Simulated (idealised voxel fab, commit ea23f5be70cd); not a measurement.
process module | voxel ribs on slabs
cross-section cut | 165 nm wide | cells 5 nm
A cross-section is a grid of square cells, given in bands from the top down. A band is one or more rows of cells.
Each band's line starts with the height of the band's top and of its bottom, in nm. Then come its materials from left to right, each with its width in nm. One material with "throughout" fills the band from edge to edge. "air" is empty space.
Height 0 is the level under which the wafer as received is all one material. The lowest band goes on downwards, as in "0 down".
A width such as "30 to 40" changes by the same amount from each row of cells to the next, from the band's top row to its bottom row.
"no change" after a step means that no cell of the cross-section changed.
closed voids: empty space of 8 cells or more with no open way to the top, each as width x height at its distance from the left edge, in nm
after a step's settings: what the simulator itself notes on the step
overlay nm, on a step with a mask: how far to the right of its planned place the mask lay; to the left if negative
plan
1 op RECEIVE | material Si
2 op DIRECTIONAL_DEP | material SiO2 | thk nm 20
3 op DIRECTIONAL_DEP | material SiN | thk nm 15
4 op PATTERN | tone cover | mask id RIB | material resist | width nm 15 | thk nm 20 | overlay nm 0
5 op DIRECTIONAL_ETCH | etch materials SiN | depth nm 5
6 op STRIP | etch materials resist
7 op MASKED_ETCH | tone cover | mask id SLAB | width nm 55 | etch materials SiN | depth nm 10 | overlay nm 0
8 op FILL_DEP | material SiO2 | thk nm 25
9 op CMP | height nm 55
10 op DIRECTIONAL_DEP | material TiN | thk nm 10
11 op DIRECTIONAL_DEP | material aC | thk nm 10
12 op PATTERN | tone cover | mask id HEATER | material resist | width nm 25 | thk nm 30 | overlay nm 0
13 op DIRECTIONAL_ETCH | etch materials aC | depth nm 10
14 op STRIP | etch materials resist
15 op DIRECTIONAL_ETCH | etch materials TiN | depth nm 10
16 op STRIP | etch materials aC
17 op CONFORMAL_DEP | material SiO2 | thk nm 10
first wafer, as planned
as received, after step 1
  0 down: Si throughout
  closed voids: none
after step 2
  20 to 0: SiO2 throughout
  below 0: unchanged
after step 3
  35 to 20: SiN throughout
  below 20: unchanged
after step 4
  55 to 35: air 75 | resist 15 | air 75
  below 35: unchanged
after step 5
  55 to 35: air 75 | resist 15 | air 75
  35 to 30: air 75 | SiN 15 | air 75
  below 30: unchanged
after step 6
  35 to 30: air 75 | SiN 15 | air 75
  below 30: unchanged
after step 7
  35 to 30: air 75 | SiN 15 | air 75
  30 to 20: air 55 | SiN 55 | air 55
  below 20: unchanged
after step 8
  60 to 35: SiO2 throughout
  35 to 30: SiO2 75 | SiN 15 | SiO2 75
  30 to 20: SiO2 55 | SiN 55 | SiO2 55
  below 20: unchanged
after step 9
  55 to 35: SiO2 throughout
  below 35: unchanged
after step 10
  65 to 55: TiN throughout
  below 55: unchanged
after step 11
  75 to 65: aC throughout
  below 65: unchanged
after step 12
  105 to 75: air 70 | resist 25 | air 70
  below 75: unchanged
after step 13
  95 to 75: air 70 | resist 25 | air 70
  75 to 65: air 70 | aC 25 | air 70
  below 65: unchanged
after step 14
  75 to 65: air 70 | aC 25 | air 70
  below 65: unchanged
after step 15
  75 to 65: air 70 | aC 25 | air 70
  65 to 55: air 70 | TiN 25 | air 70
  below 55: unchanged
after step 16
  65 to 55: air 70 | TiN 25 | air 70
  below 55: unchanged
after step 17
  75 to 65: air 60 | SiO2 45 | air 60
  65 to 55: SiO2 70 | TiN 25 | SiO2 70
  below 55: unchanged
second wafer: like start, like plan, one mistake. Through step 3 it matches the first wafer
when step 4 should have ended
  55 to 35: air 85 | resist 15 | air 65
  below 35: unchanged
when step 5 should have ended
  55 to 35: air 85 | resist 15 | air 65
  35 to 30: air 85 | SiN 15 | air 65
  below 30: unchanged
when step 6 should have ended
  35 to 30: air 85 | SiN 15 | air 65
  below 30: unchanged
when step 7 should have ended
  35 to 30: air 85 | SiN 15 | air 65
  30 to 20: air 55 | SiN 55 | air 55
  below 20: unchanged
when step 8 should have ended
  60 to 35: SiO2 throughout
  35 to 30: SiO2 85 | SiN 15 | SiO2 65
  30 to 20: SiO2 55 | SiN 55 | SiO2 55
  below 20: unchanged
when step 9 should have ended
  55 to 35: SiO2 throughout
  below 35: unchanged
when step 10 should have ended
  65 to 55: TiN throughout
  below 55: unchanged
when step 11 should have ended
  75 to 65: aC throughout
  below 65: unchanged
when step 12 should have ended
  105 to 75: air 70 | resist 25 | air 70
  below 75: unchanged
when step 13 should have ended
  95 to 75: air 70 | resist 25 | air 70
  75 to 65: air 70 | aC 25 | air 70
  below 65: unchanged
when step 14 should have ended
  75 to 65: air 70 | aC 25 | air 70
  below 65: unchanged
when step 15 should have ended
  75 to 65: air 70 | aC 25 | air 70
  65 to 55: air 70 | TiN 25 | air 70
  below 55: unchanged
when step 16 should have ended
  65 to 55: air 70 | TiN 25 | air 70
  below 55: unchanged
when step 17 should have ended
  75 to 65: air 60 | SiO2 45 | air 60
  65 to 55: SiO2 70 | TiN 25 | SiO2 70
  below 55: unchanged
what went wrong: step 4 ran as: op PATTERN | tone cover | mask id RIB | material resist | width nm 15 | thk nm 20 | overlay nm 10
at the end the second wafer has, in cells: as many of each material as the first, in other places
